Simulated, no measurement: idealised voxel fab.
The document below concerns the process module designated voxel self aligned vias.
The cross-section on display is named cut; it measures 280 nm wide, and its cells are 5 nm squares.
Cross-sections here: square-cell grids, written as top-down lists of bands, a band being one or more rows of cells. Top, bottom (nm), then materials left to right with widths (nm); lone material tagged "throughout" fills the whole band edge to edge; "blank" = empty space. Heads up on the height convention: 0 is the point under which the incoming wafer is all one material, and the lowest band has no bottom, it just keeps going down, like "top 0, no bottom". Graded width ("30->40"): value in top row of band = first number; value in bottom row = second number; row-to-row change constant. Any step labelled "nothing changed" changed none of the cells in the cross-section. Basically, "Closed void catalog" tells you about the enclosed voids: empty spaces with no open way to the top, 8 cells or bigger, each written width x height at distance, where distance is from the left edge, all in nm. Step line, after settings: the simulator's comment on this step. If you see "overlay nm" on a step's line and that step has a mask, it's telling you how far right of where it was planned the mask ended up; a negative number means it went left instead.
So here's the lineup of process steps we planned
step 1: RECEIVE, material Si
step 2: CONFORMAL_DEP, material SiO2, thk nm 10
step 3: CONFORMAL_DEP, material SiCN, thk nm 5
step 4: DIRECTIONAL_DEP, material SiO2, thk nm 25
step 5: PATTERN, tone open, mask id LINES, material resist, width nm 25, pitch nm 60, thk nm 20, overlay nm 0
step 6: DIRECTIONAL_ETCH, etch materials SiO2, depth nm 25
step 7: STRIP, etch materials resist
step 8: CONFORMAL_DEP, material TiN, thk nm 5
step 9: FILL_DEP, material Ru, thk nm 10
step 10: CMP, height nm 35
step 11: SELECTIVE_ETCH, etch materials W Ru TiN, depth nm 10
step 12: FILL_DEP, material SiN, thk nm 5
step 13: CMP, height nm 40
step 14: DIRECTIONAL_DEP, material SiO2, thk nm 20
step 15: MASKED_ETCH, tone open, mask id VIAS, width nm 35, pitch nm 60, etch materials SiO2, depth nm 20, overlay nm 0
step 16: MASKED_ETCH, tone open, mask id VIAS, width nm 35, pitch nm 60, etch materials SiN, depth nm 10, overlay nm 0
step 17: CONFORMAL_DEP, material TiN, thk nm 5
step 18: FILL_DEP, material Ru, thk nm 5
step 19: CMP, height nm 60
step 20: CONFORMAL_DEP, material SiCN, thk nm 5
Wafer-to-wafer difference: height nm, step 10. Common start. Plan = first wafer's value.
The as-received cross-section of the first of several wafers corresponds to the state after step 1
top 0, no bottom: Si throughout
Closed void catalog: none
The cross-section of the first of several wafers is given below for the end of the module, after its final step, step 20
top 65, bottom 60: SiCN throughout
top 60, bottom 40: SiO2 90 | TiN 5 | Ru 25 | TiN 5 | SiO2 25 | TiN 5 | Ru 25 | TiN 5 | SiO2 95
top 40, bottom 35: SiN 90 | TiN 10 | Ru 15 | TiN 10 | SiN 25 | TiN 10 | Ru 15 | TiN 10 | SiN 95
top 35, bottom 30: SiO2 95 | TiN 25 | SiO2 35 | TiN 25 | SiO2 100
top 30, bottom 25: SiO2 95 | SiN 25 | SiO2 35 | SiN 25 | SiO2 100
top 25, bottom 20: SiO2 95 | TiN 5 | Ru 15 | TiN 5 | SiO2 35 | TiN 5 | Ru 15 | TiN 5 | SiO2 100
top 20, bottom 15: SiO2 95 | TiN 25 | SiO2 35 | TiN 25 | SiO2 100
top 15, bottom 10: SiCN throughout
top 10, bottom 0: SiO2 throughout
top 0, no bottom: Si throughout
Closed void catalog: none
Cross-section of the final wafer among several, taken at the end of the module
top 65, bottom 60: SiCN throughout
top 60, bottom 45: SiO2 90 | TiN 5 | Ru 25 | TiN 5 | SiO2 25 | TiN 5 | Ru 25 | TiN 5 | SiO2 95
top 45, bottom 40: SiO2 90 | TiN 35 | SiO2 25 | TiN 35 | SiO2 95
top 40, bottom 20: SiO2 95 | TiN 5 | Ru 15 | TiN 5 | SiO2 35 | TiN 5 | Ru 15 | TiN 5 | SiO2 100
top 20, bottom 15: SiO2 95 | TiN 25 | SiO2 35 | TiN 25 | SiO2 100
top 15, bottom 10: SiCN throughout
top 10, bottom 0: SiO2 throughout
top 0, no bottom: Si throughout
Closed void catalog: none
For your reference, the table is organized with a row per wafer; each row reflects the wafer at the end of the module, indicating for each material the cells gained (+) or lost (-) since receipt, and thereafter its closed voids
height nm 35 | +52 Ru | +112 SiCN | +52 SiN | +464 SiO2 | +48 TiN | Closed void catalog: none
height nm 40 | +54 Ru | +112 SiCN | +510 SiO2 | +52 TiN | Closed void catalog: none
height nm 45 | +54 Ru | +112 SiCN | +510 SiO2 | +52 TiN | Closed void catalog: none
height nm 50 | +54 Ru | +112 SiCN | +510 SiO2 | +52 TiN | Closed void catalog: none
height nm 55 | +54 Ru | +112 SiCN | +510 SiO2 | +52 TiN | Closed void catalog: none
